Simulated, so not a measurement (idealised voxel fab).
Title: Process Module voxel tone inversion
We display cut, a cross-section 210 nm in width whose square cells are each 5 nm.
Cross-section = grid of square cells, listed top down in bands; band = one or more rows.
Within each band entry, the heights of the top and of the bottom of the band appear first, in that order and in nm; the materials of the band then follow from left to right, each with its corresponding width in nm. The designation "throughout" on a single material indicates that it fills the band from edge to edge; the designation "empty" indicates empty space.
Note: height 0 marks the level under which the wafer is uniformly one material as received. Lowest band unbounded below, written "0 -> down".
Think of "30..40" as a width that walks from the first number to the second as you go down the band, top row to bottom row, taking equal-sized steps from row to row.
The designation "remains unaltered", where it is given for a processing step, indicates that no cell of the cross-section was altered in the course of that step.
Listed in "Voids, enclosed": every empty space of 8 or more cells without an open way to the top. Form: width x height at distance, the distance being from the left edge, all in nm.
Heads up: the bit after the settings on a step's line is the simulator's remark on that step.
Each step line may optionally specify "overlay nm", which for a step with a mask gives the rightward distance between the mask's planned place and where it lay, a negative value indicating the leftward direction.

List of planned process steps
1,op RECEIVE | material Si
2,op CONFORMAL_DEP | material SiCN | thk nm 10
3,op DIRECTIONAL_DEP | material polySi | thk nm 15
4,op PATTERN | tone cover | mask id POSTS | material resist | width nm 15 | pitch nm 35 | thk nm 25 | overlay nm 0
5,op DIRECTIONAL_ETCH | etch materials polySi | depth nm 15
6,op STRIP | etch materials resist
7,op FILL_DEP | material lowk | thk nm 10
8,op CMP | height nm 25
9,op STRIP | etch materials polySi
10,op CONFORMAL_DEP | material TiN | thk nm 5
11,op FILL_DEP | material W | thk nm 5
12,op CMP | height nm 25
13,op CONFORMAL_DEP | material SiCN | thk nm 5

As-received wafer cross-section (after step 1)
* 0 -> down: Si throughout
* Voids, enclosed: none

Result of the module, cross-sectioned: start per above, plan per above, one error in how it was run
* 30 -> 25: SiCN throughout
* 25 -> 15: lowk=80, TiN=5, W=10, TiN=5, lowk=15, TiN=5, W=10, TiN=5, lowk=75
* 15 -> 10: lowk=80, TiN=20, lowk=15, TiN=20, lowk=75
* 10 -> 0: SiCN throughout
* 0 -> down: Si throughout
* Voids, enclosed: none
Misprocessing identified: the process deviated at step 4: the operation and settings actually run there were op PATTERN | tone cover | mask id POSTS | material resist | width nm 20 | pitch nm 35 | thk nm 25 | overlay nm 0
